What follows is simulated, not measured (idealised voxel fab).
The following process module bears the name voxel fin reveal.
Displayed cross-section: cut, width of 185 nm, square cells sized 5 nm.
A cross-section is written here as square cells arranged in a grid, and it is given in bands from the top down, each band taking up one or more rows of cells. Band: top height; bottom height; in nm. Then, left to right: material with width in nm, for each material. "throughout": a single material spanning edge to edge. "empty": empty space. Where do heights start? At 0: under that level the wafer as delivered is made of one material only. And the lowest band has no floor; it just carries on downward, as in "0 nm and below". Think of "30->40" as a width that walks from the first number to the second as you go down the band, top row to bottom row, taking equal-sized steps from row to row. Where a step carries "nothing changed", the cross-section came out of it unchanged, cell for cell. For the entry "Enclosed cavity list", the listed items are empty spaces with no open way to the top whose size is 8 cells or more; each item follows the pattern width x height at distance, where distance is from the left edge and all three are in nm. Heads up: the bit after the settings on a step's line is the simulator's remark on that step. overlay nm: on a step with a mask, how far right of its planned place the mask lay; negative means left.
The planned process steps are enumerated hereunder:
1: op RECEIVE | material Si
2: op CONFORMAL_DEP | material SiN | thk nm 5
3: op MASKED_ETCH | tone cover | mask id FINS | width nm 15 | pitch nm 45 | etch materials SiN | depth nm 5 | overlay nm 0
4: op MASKED_ETCH | tone cover | mask id FINS | width nm 15 | pitch nm 45 | etch materials Si | depth nm 40 | overlay nm 0
5: op OXIDIZE | depth nm 5
6: op FILL_DEP | material SiO2 | thk nm 5
7: op CMP | height nm 5
8: op SELECTIVE_ETCH | etch materials SiO2 | depth nm 25
9: op STRIP | etch materials SiN
The cross-section here shows the wafer as received, i.e. in its state after step 1:
0 nm and below: Si throughout
Enclosed cavity list: none
Post-module cross-section: identical start and plan to those above, one misstep in execution:
0 nm to -5 nm: empty (25) / Si (5) / empty (40) / Si (5) / empty (40) / Si (5) / empty (40) / Si (5) / empty (20)
-5 nm to -20 nm: empty (20) / Si (10) / empty (35) / Si (10) / empty (35) / Si (10) / empty (35) / Si (10) / empty (20)
-20 nm to -45 nm: SiO2 (20) / Si (10) / SiO2 (35) / Si (10) / SiO2 (35) / Si (10) / SiO2 (35) / Si (10) / SiO2 (20)
-45 nm and below: Si throughout
Enclosed cavity list: none
what went wrong: not per plan at step 3, really ran op MASKED_ETCH | tone cover | mask id FINS | width nm 15 | pitch nm 45 | etch materials SiN | depth nm 5 | overlay nm 5
